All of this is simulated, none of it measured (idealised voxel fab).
Proc. module: voxel wiring stack
We display cut, a cross-section 225 nm in width whose square cells are each 5 nm.
A cross-section in this document is a grid of square cells, and it is written down as bands, the top band listed before the ones below it; a band is made up of one or more rows of cells.
Each band's line starts with the height of the band's top and of its bottom, in nm. Then come its materials from left to right, each with its width in nm. One material with "all across" fills the band from edge to edge. "air" is empty space.
Beneath 0, the wafer as received is one material, and that level is where height counting begins. The lowest band goes on downward without a bottom; it is written like "0..down".
Width "30->40": first value at the band's top row of cells, second value at its bottom row, equal change from row to row.
Given "same as before" for a step, no cell of the cross-section differs between before and after that step.
Entry "Fully enclosed voids" = empty spaces >= 8 cells with no open way to the top; each as width x height at distance, distance from left edge, all nm.
Past the settings on a step's line: simulator remark, on that step.
overlay nm: right-of-plan distance of the mask on a masked step; negative values mean left-of-plan.

[So here's the lineup of process steps we planned]
1. RECEIVE, material Si
2. CONFORMAL_DEP, material SiO2, thk nm 15
3. DIRECTIONAL_DEP, material TiN, thk nm 5
4. DIRECTIONAL_DEP, material Ru, thk nm 20
5. MASKED_ETCH, tone cover, mask id METAL_1, width nm 20, pitch nm 40, etch materials Ru, depth nm 20, overlay nm 0
6. MASKED_ETCH, tone cover, mask id METAL_1, width nm 20, pitch nm 40, etch materials TiN, depth nm 5, overlay nm 0
7. FILL_DEP, material lowk, thk nm 5
8. CMP, height nm 40
9. CONFORMAL_DEP, material SiCN, thk nm 5
10. DIRECTIONAL_DEP, material SiO2, thk nm 20
11. DIRECTIONAL_DEP, material aC, thk nm 10
12. PATTERN, tone open, mask id PLUG_1, material resist, width nm 15, thk nm 25, overlay nm 0
13. DIRECTIONAL_ETCH, etch materials aC, depth nm 10
14. STRIP, etch materials resist
15. DIRECTIONAL_ETCH, etch materials SiO2, depth nm 20
16. DIRECTIONAL_ETCH, etch materials SiCN, depth nm 5
17. STRIP, etch materials aC
18. CONFORMAL_DEP, material TiN, thk nm 5
19. FILL_DEP, material Ru, thk nm 10
20. CMP, height nm 65
21. CONFORMAL_DEP, material SiN, thk nm 5
22. DIRECTIONAL_DEP, material SiO2, thk nm 20
23. DIRECTIONAL_DEP, material aC, thk nm 15
24. PATTERN, tone open, mask id METAL_2, material resist, width nm 20, pitch nm 40, thk nm 30, overlay nm 0
25. DIRECTIONAL_ETCH, etch materials aC, depth nm 15
26. STRIP, etch materials resist
27. DIRECTIONAL_ETCH, etch materials SiO2, depth nm 20
28. DIRECTIONAL_ETCH, etch materials SiN, depth nm 5
29. STRIP, etch materials aC
30. CONFORMAL_DEP, material TiN, thk nm 5
31. FILL_DEP, material Cu, thk nm 5
32. CMP, height nm 90
33. EPI, material Ru, thk nm 5
34. FILL_DEP, material SiCN, thk nm 5
35. DIRECTIONAL_DEP, material SiO2, thk nm 30
36. MASKED_ETCH, tone open, mask id METAL_3_HOLES, width nm 15, etch materials SiO2, depth nm 30, overlay nm -15
37. MASKED_ETCH, tone open, mask id METAL_3, width nm 20, pitch nm 40, etch materials SiO2, depth nm 15, overlay nm 0
38. MASKED_ETCH, tone open, mask id METAL_3, width nm 20, pitch nm 40, etch materials SiCN, depth nm 5, overlay nm 0
39. CONFORMAL_DEP, material TiN, thk nm 5
40. FILL_DEP, material Cu, thk nm 10
41. CMP, height nm 130
42. CONFORMAL_DEP, material SiN, thk nm 5
Same starting wafers, different overlay nm at step 36. Plan value belongs to the first wafer.

[first wafer as received, after step 1]
    0..down | Si all across
    Fully enclosed voids: none

[For your reference, the table is organized with a row per wafer; each row reflects the wafer at the end of the module, indicating for each material the cells gained (+) or lost (-) since receipt, and thereafter its closed voids]
overlay nm -15; +33 Cu; +48 Ru; +120 SiCN; +82 SiN; +679 SiO2; +68 TiN; +185 lowk; Fully enclosed voids: none
overlay nm -10; +31 Cu; +48 Ru; +119 SiCN; +82 SiN; +682 SiO2; +68 TiN; +185 lowk; Fully enclosed voids: none
overlay nm -5; +29 Cu; +48 Ru; +118 SiCN; +82 SiN; +685 SiO2; +68 TiN; +185 lowk; Fully enclosed voids: none
overlay nm 0; +28 Cu; +48 Ru; +117 SiCN; +82 SiN; +688 SiO2; +67 TiN; +185 lowk; Fully enclosed voids: none
overlay nm 5; +28 Cu; +48 Ru; +117 SiCN; +82 SiN; +688 SiO2; +67 TiN; +185 lowk; Fully enclosed voids: none
overlay nm 10; +29 Cu; +48 Ru; +118 SiCN; +82 SiN; +685 SiO2; +68 TiN; +185 lowk; Fully enclosed voids: none
overlay nm 15; +31 Cu; +48 Ru; +119 SiCN; +82 SiN; +682 SiO2; +68 TiN; +185 lowk; Fully enclosed voids: none
